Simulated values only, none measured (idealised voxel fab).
process module | voxel ribs on slabs
cross-section cut | 140 nm wide | cells 5 nm
A cross-section is a grid of square cells, given in bands from the top down. A band is one or more rows of cells.
Each band's line starts with the height of the band's top and of its bottom, in nm. Then come its materials from left to right, each with its width in nm. One material with "throughout" fills the band from edge to edge. "air" is empty space.
Height 0 is the level under which the wafer as received is all one material. The lowest band goes on downwards, as in "0 down".
A width such as "30 to 40" changes by the same amount from each row of cells to the next, from the band's top row to its bottom row.
"no change" after a step means that no cell of the cross-section changed.
closed voids: empty space of 8 cells or more with no open way to the top, each as width x height at its distance from the left edge, in nm
after a step's settings: what the simulator itself notes on the step
overlay nm, on a step with a mask: how far to the right of its planned place the mask lay; to the left if negative
plan
1 op RECEIVE | material Si
2 op DIRECTIONAL_DEP | material SiO2 | thk nm 25
3 op DIRECTIONAL_DEP | material polySi | thk nm 15
4 op DIRECTIONAL_DEP | material aC | thk nm 10
5 op PATTERN | tone cover | mask id RIB | material resist | width nm 25 | thk nm 30 | overlay nm 0
6 op DIRECTIONAL_ETCH | etch materials aC | depth nm 10
7 op STRIP | etch materials resist
8 op DIRECTIONAL_ETCH | etch materials polySi | depth nm 10
9 op STRIP | etch materials aC
10 op DIRECTIONAL_DEP | material aC | thk nm 10
11 op PATTERN | tone cover | mask id SLAB | material resist | width nm 65 | thk nm 30 | overlay nm 0
12 op DIRECTIONAL_ETCH | etch materials aC | depth nm 10
13 op STRIP | etch materials resist
14 op DIRECTIONAL_ETCH | etch materials polySi | depth nm 5
15 op STRIP | etch materials aC
16 op FILL_DEP | material SiO2 | thk nm 25
17 op CMP | height nm 60
18 op DIRECTIONAL_DEP | material TiN | thk nm 10
19 op DIRECTIONAL_DEP | material aC | thk nm 10
20 op PATTERN | tone cover | mask id HEATER | material resist | width nm 35 | thk nm 25 | overlay nm 0
21 op DIRECTIONAL_ETCH | etch materials aC | depth nm 10
22 op STRIP | etch materials resist
23 op DIRECTIONAL_ETCH | etch materials TiN | depth nm 10
24 op STRIP | etch materials aC
25 op CONFORMAL_DEP | material SiO2 | thk nm 10
as received, after step 1
  0 down: Si throughout
  closed voids: none
a wafer at the end: this start, this plan, one mistake
  80 to 70: air 40 | SiO2 55 | air 45
  70 to 60: SiO2 50 | TiN 35 | SiO2 55
  60 to 55: SiO2 throughout
  55 to 45: SiO2 55 | polySi 25 | SiO2 60
  45 to 40: SiO2 35 | polySi 65 | SiO2 40
  40 to 25: polySi throughout
  25 to 0: SiO2 throughout
  0 down: Si throughout
  closed voids: none
what went wrong: step 3 was run twice
